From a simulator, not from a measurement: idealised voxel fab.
The document below concerns the process module designated voxel fin reveal.
The figure presents cross-section cut, which has a width of 270 nm and is divided into square cells with an edge length of 5 nm.
Cross-section = grid of square cells, listed top down in bands; band = one or more rows.
The band entry comprises the height of the band's top followed by the height of its bottom, expressed in nm, and subsequently the band's materials from left to right, each stated together with its width in nm. Where a single material is marked with the word "full width", that material fills the band from edge to edge. The word "empty" represents empty space.
Heads up on the height convention: 0 is the point under which the incoming wafer is all one material, and the lowest band has no bottom, it just keeps going down, like "from 0 down".
Note: "30..40" means the width goes from the first number (top row of the band) to the second number (bottom row) in equal steps per row of cells.
Reading "stayed the same" for a step: not a cell of the cross-section changed in it.
This entry, "Sealed-off cavities", enumerates those empty regions of no fewer than 8 cells that possess no open connection to the top. Each region is reported in the form width x height at distance, the distance being taken from the left edge, with all three quantities expressed in nm.
Heads up: the bit after the settings on a step's line is the simulator's remark on that step.
Steps that use a mask can have "overlay nm" on their line. It says how far the mask sat to the right of where it was meant to be. Negative means to the left.
PROCESS STEPS - PLAN
1,RECEIVE (material Si)
2,CONFORMAL_DEP (material SiN; thk nm 10)
3,MASKED_ETCH (tone cover; mask id FINS; width nm 15; pitch nm 40; etch materials SiN; depth nm 10; overlay nm 0)
4,MASKED_ETCH (tone cover; mask id FINS; width nm 15; pitch nm 40; etch materials Si; depth nm 30; overlay nm -15)
5,OXIDIZE (depth nm 5)
6,FILL_DEP (material SiO2; thk nm 5)
7,CMP (height nm 10)
8,SELECTIVE_ETCH (etch materials SiO2; depth nm 30)
9,STRIP (etch materials SiN)
10,CONFORMAL_DEP (material HfO2; thk nm 5)
Wafer-to-wafer difference: overlay nm, step 4. Common start. Plan = first wafer's value.
FIRST OF SEVERAL WAFERS, RECEIVED AFTER STEP 1, IN CROSS-SECTION
> from 0 down  Si full width
> Sealed-off cavities: none
THE CROSS-SECTION OF THE FIRST OF SEVERAL WAFERS IS GIVEN BELOW FOR THE END OF THE MODULE, AFTER ITS FINAL STEP, STEP 10
> from 5 to 0  105 empty | 15 HfO2 | 25 empty | 15 HfO2 | 110 empty
> from 0 to -5  90 empty | 20 HfO2 | 5 Si | 5 HfO2 | 10 empty | 20 HfO2 | 5 Si | 5 HfO2 | 110 empty
> from -5 to -15  90 empty | 5 HfO2 | 20 Si | 5 HfO2 | 10 empty | 5 HfO2 | 20 Si | 5 HfO2 | 110 empty
> from -15 to -20  95 HfO2 | 20 Si | 20 HfO2 | 20 Si | 115 HfO2
> from -20 to -35  95 SiO2 | 20 Si | 20 SiO2 | 20 Si | 115 SiO2
> from -35 down  Si full width
> Sealed-off cavities: none
FINAL WAFER OF SEVERAL, SHOWN IN CROSS-SECTION AT THE END OF THE MODULE
> from 5 to 0  105 empty | 15 HfO2 | 25 empty | 15 HfO2 | 110 empty
> from 0 to -5  105 empty | 5 HfO2 | 5 Si | 20 HfO2 | 10 empty | 5 HfO2 | 5 Si | 20 HfO2 | 95 empty
> from -5 to -15  105 empty | 5 HfO2 | 20 Si | 5 HfO2 | 10 empty | 5 HfO2 | 20 Si | 5 HfO2 | 95 empty
> from -15 to -20  110 HfO2 | 20 Si | 20 HfO2 | 20 Si | 100 HfO2
> from -20 to -35  110 SiO2 | 20 Si | 20 SiO2 | 20 Si | 100 SiO2
> from -35 down  Si full width
> Sealed-off cavities: none
ROWS = WAFERS. AT MODULE END, EACH ROW LISTS PER MATERIAL THE CELLS GAINED (+) OR LOST (-) SINCE THE WAFER WAS RECEIVED, THEN THE CLOSED VOIDS
overlay nm -15, +70 HfO2, -328 Si, +138 SiO2, Sealed-off cavities: none
overlay nm -10, +70 HfO2, -340 Si, +144 SiO2, Sealed-off cavities: none
overlay nm -5, +70 HfO2, -352 Si, +150 SiO2, Sealed-off cavities: none
overlay nm 0, +70 HfO2, -364 Si, +156 SiO2, Sealed-off cavities: none
overlay nm 5, +70 HfO2, -352 Si, +150 SiO2, Sealed-off cavities: none
overlay nm 10, +70 HfO2, -340 Si, +144 SiO2, Sealed-off cavities: none
overlay nm 15, +70 HfO2, -328 Si, +138 SiO2, Sealed-off cavities: none
